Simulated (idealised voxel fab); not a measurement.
The process module presented herein is designated voxel wiring stack.
The cross-section on display is named cut; it measures 225 nm wide, and its cells are 5 nm squares.
If you're reading a cross-section in this doc, picture square cells in a grid; it comes to you as bands, top ones listed first down to the bottom, and a band can be one or more rows of cells. The band entry comprises the height of the band's top followed by the height of its bottom, expressed in nm, and subsequently the band's materials from left to right, each stated together with its width in nm. Where a single material is marked with the word "full width", that material fills the band from edge to edge. The word "air" represents empty space. Note: height 0 marks the level under which the wafer is uniformly one material as received. Lowest band unbounded below, written "from 0 down". The expression "30->40" gives the width at the extremes of the band, the first number at its top row of cells and the second at its bottom row, with the width changing by equal amounts from each row to the next in between. The cross-section has no changed cell in any step marked "all unchanged". Each empty space that has no open way to the top and spans at least 8 cells appears under "Completely sealed voids" as width x height at distance, the distance counted from the left edge, all in nm. What comes after the settings on a step's line is commentary from the simulator itself on that step. "overlay nm" on a masked step: distance the mask lay right of its planned place, negative for left.

# The steps planned for the process are as follows
- 1: RECEIVE, material Si
- 2: CONFORMAL_DEP, material SiO2, thk nm 15
- 3: DIRECTIONAL_DEP, material TiN, thk nm 5
- 4: DIRECTIONAL_DEP, material Ru, thk nm 25
- 5: PATTERN, tone cover, mask id METAL_1, material resist, width nm 25, pitch nm 40, thk nm 20, overlay nm 0
- 6: DIRECTIONAL_ETCH, etch materials Ru, depth nm 25
- 7: DIRECTIONAL_ETCH, etch materials TiN, depth nm 5
- 8: STRIP, etch materials resist
- 9: FILL_DEP, material SiO2, thk nm 5
- 10: CMP, height nm 45
- 11: CONFORMAL_DEP, material SiCN, thk nm 5
- 12: DIRECTIONAL_DEP, material SiO2, thk nm 30
- 13: PATTERN, tone open, mask id METAL_2_HOLES, material resist, width nm 15, pitch nm 40, thk nm 15, overlay nm 0
- 14: DIRECTIONAL_ETCH, etch materials SiO2, depth nm 30
- 15: STRIP, etch materials resist
- 16: DIRECTIONAL_DEP, material aC, thk nm 15
- 17: PATTERN, tone open, mask id METAL_2, material resist, width nm 25, pitch nm 40, thk nm 35, overlay nm 0
- 18: DIRECTIONAL_ETCH, etch materials aC, depth nm 15
- 19: STRIP, etch materials resist
- 20: DIRECTIONAL_ETCH, etch materials SiO2, depth nm 20
- 21: DIRECTIONAL_ETCH, etch materials SiCN, depth nm 5
- 22: STRIP, etch materials aC
- 23: CONFORMAL_DEP, material TiN, thk nm 5
- 24: FILL_DEP, material Ru, thk nm 10
- 25: CMP, height nm 80
- 26: CONFORMAL_DEP, material SiCN, thk nm 5
- 27: DIRECTIONAL_DEP, material SiO2, thk nm 35
- 28: MASKED_ETCH, tone open, mask id METAL_3_HOLES, width nm 15, etch materials SiO2, depth nm 35, overlay nm 0
- 29: DIRECTIONAL_DEP, material aC, thk nm 10
- 30: PATTERN, tone open, mask id METAL_3, material resist, width nm 25, pitch nm 40, thk nm 25, overlay nm 0
- 31: DIRECTIONAL_ETCH, etch materials aC, depth nm 10
- 32: STRIP, etch materials resist
- 33: DIRECTIONAL_ETCH, etch materials SiO2, depth nm 20
- 34: DIRECTIONAL_ETCH, etch materials SiCN, depth nm 5
- 35: STRIP, etch materials aC
- 36: CONFORMAL_DEP, material TiN, thk nm 5
- 37: FILL_DEP, material Cu, thk nm 10
- 38: CMP, height nm 120
- 39: CONFORMAL_DEP, material SiCN, thk nm 5
- 40: DIRECTIONAL_DEP, material SiO2, thk nm 25
- 41: PATTERN, tone open, mask id METAL_4_HOLES, material resist, width nm 15, thk nm 15, overlay nm 0
- 42: DIRECTIONAL_ETCH, etch materials SiO2, depth nm 25
- 43: STRIP, etch materials resist
- 44: MASKED_ETCH, tone open, mask id METAL_4, width nm 25, pitch nm 40, etch materials SiO2, depth nm 15, overlay nm 0
- 45: MASKED_ETCH, tone open, mask id METAL_4, width nm 25, pitch nm 40, etch materials SiCN, depth nm 5, overlay nm 0
- 46: CONFORMAL_DEP, material TiN, thk nm 5
- 47: FILL_DEP, material Ru, thk nm 10
- 48: CMP, height nm 150
- 49: CONFORMAL_DEP, material SiN, thk nm 5

# As received (post step 1): cross-section
from 0 down  Si full width
Completely sealed voids: none

# Starting structure and process plan are as shown above, but one mistake was made in running the module; the wafer cross-section at the end of the module follows
from 155 to 150  SiN full width
from 150 to 140  80 SiO2, 5 TiN, 15 Ru, 5 TiN, 15 SiO2, 5 TiN, 15 Ru, 5 TiN, 80 SiO2
from 140 to 135  80 SiO2, 5 TiN, 5 Ru, 15 TiN, 15 SiO2, 25 TiN, 80 SiO2
from 135 to 125  80 SiO2, 5 TiN, 5 Ru, 5 TiN, 130 SiO2
from 125 to 120  80 SiCN, 15 TiN, 130 SiCN
from 120 to 105  70 SiO2, 5 TiN, 15 Cu, 5 TiN, 15 SiO2, 5 TiN, 15 Cu, 5 TiN, 90 SiO2
from 105 to 100  70 SiO2, 15 TiN, 5 Cu, 5 TiN, 15 SiO2, 25 TiN, 90 SiO2
from 100 to 85  80 SiO2, 5 TiN, 5 Cu, 5 TiN, 130 SiO2
from 85 to 80  80 SiCN, 15 TiN, 130 SiCN
from 80 to 65  80 SiO2, 5 TiN, 15 Ru, 5 TiN, 15 SiO2, 5 TiN, 15 Ru, 5 TiN, 80 SiO2
from 65 to 60  80 SiO2, 5 TiN, 5 Ru, 15 TiN, 15 SiO2, 5 TiN, 5 Ru, 15 TiN, 80 SiO2
from 60 to 50  80 SiO2, 5 TiN, 5 Ru, 5 TiN, 25 SiO2, 5 TiN, 5 Ru, 5 TiN, 90 SiO2
from 50 to 45  80 SiCN, 15 TiN, 25 SiCN, 15 TiN, 90 SiCN
from 45 to 20  80 SiO2, 25 Ru, 15 SiO2, 25 Ru, 80 SiO2
from 20 to 15  80 SiO2, 25 TiN, 15 SiO2, 25 TiN, 80 SiO2
from 15 to 0  SiO2 full width
from 0 down  Si full width
Completely sealed voids: none
what went wrong: step 30 ran differently from the plan; actual operation with settings: PATTERN, tone open, mask id METAL_3, material resist, width nm 25, pitch nm 40, thk nm 25, overlay nm -10
